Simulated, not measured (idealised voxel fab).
process module | voxel self aligned vias
cross-section cut | 145 nm wide | cells 5 nm
A cross-section is a grid of square cells, given in bands from the top down. A band is one or more rows of cells.
Each band's line starts with the height of the band's top and of its bottom, in nm. Then come its materials from left to right, each with its width in nm. One material with "throughout" fills the band from edge to edge. "air" is empty space.
Height 0 is the level under which the wafer as received is all one material. The lowest band goes on downwards, as in "0 down".
A width such as "30 to 40" changes by the same amount from each row of cells to the next, from the band's top row to its bottom row.
"no change" after a step means that no cell of the cross-section changed.
closed voids: empty space of 8 cells or more with no open way to the top, each as width x height at its distance from the left edge, in nm
after a step's settings: what the simulator itself notes on the step
overlay nm, on a step with a mask: how far to the right of its planned place the mask lay; to the left if negative
plan
1 op RECEIVE | material Si
2 op CONFORMAL_DEP | material SiO2 | thk nm 10
3 op CONFORMAL_DEP | material SiCN | thk nm 5
4 op DIRECTIONAL_DEP | material SiO2 | thk nm 30
5 op MASKED_ETCH | tone open | mask id LINES | width nm 30 | pitch nm 55 | etch materials SiO2 | depth nm 30 | overlay nm 0
6 op CONFORMAL_DEP | material TiN | thk nm 5
7 op FILL_DEP | material W | thk nm 5
8 op CMP | height nm 45
9 op SELECTIVE_ETCH | etch materials W Ru TiN | depth nm 5
10 op FILL_DEP | material SiN | thk nm 5
11 op CMP | height nm 45
12 op DIRECTIONAL_DEP | material SiO2 | thk nm 15
13 op MASKED_ETCH | tone open | mask id VIAS | width nm 40 | etch materials SiO2 | depth nm 15 | overlay nm 0
14 op MASKED_ETCH | tone open | mask id VIAS | width nm 40 | etch materials SiN | depth nm 5 | overlay nm 0
15 op CONFORMAL_DEP | material TiN | thk nm 5
16 op FILL_DEP | material Ru | thk nm 5
17 op CMP | height nm 60
18 op CONFORMAL_DEP | material SiN | thk nm 5
as received, after step 1
  0 down: Si throughout
  closed voids: none
first wafer at the end, as planned
  65 to 60: SiN throughout
  60 to 50: SiO2 25 | TiN 5 | Ru 30 | TiN 5 | SiO2 80
  50 to 45: SiO2 25 | TiN 10 | Ru 20 | TiN 10 | SiO2 80
  45 to 40: SiO2 30 | TiN 30 | SiO2 25 | SiN 30 | SiO2 30
  40 to 20: SiO2 30 | TiN 5 | W 20 | TiN 5 | SiO2 25 | TiN 5 | W 20 | TiN 5 | SiO2 30
  20 to 15: SiO2 30 | TiN 30 | SiO2 25 | TiN 30 | SiO2 30
  15 to 10: SiCN throughout
  10 to 0: SiO2 throughout
  0 down: Si throughout
  closed voids: none
second wafer at the end: like start, like plan, one mistake
  65 to 60: SiN throughout
  60 to 50: SiO2 25 | TiN 5 | Ru 30 | TiN 5 | SiO2 80
  50 to 45: SiO2 25 | TiN 5 | Ru 20 | TiN 15 | SiO2 80
  45 to 40: SiO2 25 | TiN 30 | SiO2 25 | SiN 30 | SiO2 35
  40 to 20: SiO2 25 | TiN 5 | W 20 | TiN 5 | SiO2 25 | TiN 5 | W 20 | TiN 5 | SiO2 35
  20 to 15: SiO2 25 | TiN 30 | SiO2 25 | TiN 30 | SiO2 35
  15 to 10: SiCN throughout
  10 to 0: SiO2 throughout
  0 down: Si throughout
  closed voids: none
what went wrong: step 5 ran as: op MASKED_ETCH | tone open | mask id LINES | width nm 30 | pitch nm 55 | etch materials SiO2 | depth nm 30 | overlay nm -5
at the end the second wafer has, in cells: as many of each material as the first, in other places
